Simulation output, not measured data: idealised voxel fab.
Process module heading - voxel ribs on slabs
For reference, the cross-section in this document is cut, with width 260 nm and square cells of 5 nm.
Reading order for cross-sections: top band down to bottom band. Underlying form: a grid of square cells. Band size: one or more rows of cells. Read a band's entry like this: the first values are the height of its top and the height of its bottom in nm, and what follows is the sequence of materials from left to right, each with its width in nm. Note that "blank" is empty space, and that a single material marked "full width" reaches across the band from edge to edge. Height datum 0, below which the as-received substrate wafer is one material. Lowest band open at the bottom, running downward: "z 0 and below". Read "30->40" as a graded width: first number on top, second number at the bottom, same change between each pair of neighbouring rows. Step marked "remains unaltered"? Then no cell in the cross-section changed in it. The list in "Voids, enclosed" covers empty spaces of 8 cells or more that cannot reach the top through any open way, and it gives each as width x height at distance; the distance is from the left edge, and width, height and distance are in nm. Note: text after step settings on the step line = simulator remark on that step. overlay nm: right-of-plan distance of the mask on a masked step; negative values mean left-of-plan.

Listed below are the process steps as planned
- 1: RECEIVE,material Si
- 2: DIRECTIONAL_DEP,material SiO2,thk nm 20
- 3: DIRECTIONAL_DEP,material SiN,thk nm 25
- 4: DIRECTIONAL_DEP,material aC,thk nm 10
- 5: PATTERN,tone cover,mask id RIB,material resist,width nm 20,thk nm 25,overlay nm 0
- 6: DIRECTIONAL_ETCH,etch materials aC,depth nm 10
- 7: STRIP,etch materials resist
- 8: DIRECTIONAL_ETCH,etch materials SiN,depth nm 5
- 9: STRIP,etch materials aC
- 10: MASKED_ETCH,tone cover,mask id SLAB,width nm 60,etch materials SiN,depth nm 20,overlay nm 0
- 11: FILL_DEP,material SiO2,thk nm 15
- 12: CMP,height nm 55
- 13: DIRECTIONAL_DEP,material W,thk nm 5
- 14: PATTERN,tone cover,mask id HEATER,material resist,width nm 30,thk nm 15,overlay nm 0
- 15: DIRECTIONAL_ETCH,etch materials W,depth nm 5
- 16: STRIP,etch materials resist
- 17: CONFORMAL_DEP,material SiO2,thk nm 10

The first of a set of two wafers, run to plan

Cross-section of the wafer upon arrival, representing the state reached after step 1
z 0 and below | Si full width
Voids, enclosed: none

Step 2 done - wafer cross-section
z 20 to 0 | SiO2 full width
All layers under 0 are left as they were.

Step 3 done - wafer cross-section
z 45 to 20 | SiN full width
All layers under 20 are left as they were.

Step 4 done - wafer cross-section
z 55 to 45 | aC full width
All layers under 45 are left as they were.

Step 5 done - wafer cross-section
z 80 to 55 | 120 nm blank / 20 nm resist / 120 nm blank
All layers under 55 are left as they were.

Step 6 done - wafer cross-section
z 70 to 55 | 120 nm blank / 20 nm resist / 120 nm blank
z 55 to 45 | 120 nm blank / 20 nm aC / 120 nm blank
All layers under 45 are left as they were.

Step 7 done - wafer cross-section
z 55 to 45 | 120 nm blank / 20 nm aC / 120 nm blank
All layers under 45 are left as they were.

Step 8 done - wafer cross-section
z 55 to 45 | 120 nm blank / 20 nm aC / 120 nm blank
z 45 to 40 | 120 nm blank / 20 nm SiN / 120 nm blank
All layers under 40 are left as they were.

Step 9 done - wafer cross-section
z 45 to 40 | 120 nm blank / 20 nm SiN / 120 nm blank
All layers under 40 are left as they were.

Step 10 done - wafer cross-section
z 45 to 40 | 120 nm blank / 20 nm SiN / 120 nm blank
z 40 to 20 | 100 nm blank / 60 nm SiN / 100 nm blank
All layers under 20 are left as they were.

Step 11 done - wafer cross-section
z 60 to 45 | SiO2 full width
z 45 to 40 | 120 nm SiO2 / 20 nm SiN / 120 nm SiO2
z 40 to 20 | 100 nm SiO2 / 60 nm SiN / 100 nm SiO2
All layers under 20 are left as they were.

Step 12 done - wafer cross-section
z 55 to 45 | SiO2 full width
All layers under 45 are left as they were.

Step 13 done - wafer cross-section
z 60 to 55 | W full width
All layers under 55 are left as they were.

Step 14 done - wafer cross-section
z 75 to 60 | 115 nm blank / 30 nm resist / 115 nm blank
All layers under 60 are left as they were.

Step 15 done - wafer cross-section
z 75 to 60 | 115 nm blank / 30 nm resist / 115 nm blank
z 60 to 55 | 115 nm blank / 30 nm W / 115 nm blank
All layers under 55 are left as they were.

Step 16 done - wafer cross-section
z 60 to 55 | 115 nm blank / 30 nm W / 115 nm blank
All layers under 55 are left as they were.

Step 17 done - wafer cross-section
z 70 to 65 | 105 nm blank / 50 nm SiO2 / 105 nm blank
z 65 to 60 | SiO2 full width
z 60 to 55 | 115 nm SiO2 / 30 nm W / 115 nm SiO2
All layers under 55 are left as they were.

Wafer two. Same start, same plan, one slip in execution. Same as wafer one through step 9, inclusive

The second wafer cut through, at the time step 10 was supposed to be finished
z 45 to 40 | 120 nm blank / 20 nm SiN / 120 nm blank
z 40 to 20 | 95 nm blank / 70 nm SiN / 95 nm blank
All layers under 20 are left as they were.

The second wafer cut through, at the time step 11 was supposed to be finished
z 60 to 45 | SiO2 full width
z 45 to 40 | 120 nm SiO2 / 20 nm SiN / 120 nm SiO2
z 40 to 20 | 95 nm SiO2 / 70 nm SiN / 95 nm SiO2
All layers under 20 are left as they were.

The second wafer cut through, at the time step 12 was supposed to be finished
z 55 to 45 | SiO2 full width
All layers under 45 are left as they were.

The second wafer cut through, at the time step 13 was supposed to be finished
z 60 to 55 | W full width
All layers under 55 are left as they were.

The second wafer cut through, at the time step 14 was supposed to be finished
z 75 to 60 | 115 nm blank / 30 nm resist / 115 nm blank
All layers under 60 are left as they were.

The second wafer cut through, at the time step 15 was supposed to be finished
z 75 to 60 | 115 nm blank / 30 nm resist / 115 nm blank
z 60 to 55 | 115 nm blank / 30 nm W / 115 nm blank
All layers under 55 are left as they were.

The second wafer cut through, at the time step 16 was supposed to be finished
z 60 to 55 | 115 nm blank / 30 nm W / 115 nm blank
All layers under 55 are left as they were.

The second wafer cut through, at the time step 17 was supposed to be finished
z 70 to 65 | 105 nm blank / 50 nm SiO2 / 105 nm blank
z 65 to 60 | SiO2 full width
z 60 to 55 | 115 nm SiO2 / 30 nm W / 115 nm SiO2
All layers under 55 are left as they were.
Plan not followed: step 10 changed vs plan, executed as MASKED_ETCH,tone cover,mask id SLAB,width nm 70,etch materials SiN,depth nm 20,overlay nm 0
at the end the second wafer has, in cells: SiN +8, SiO2 -8
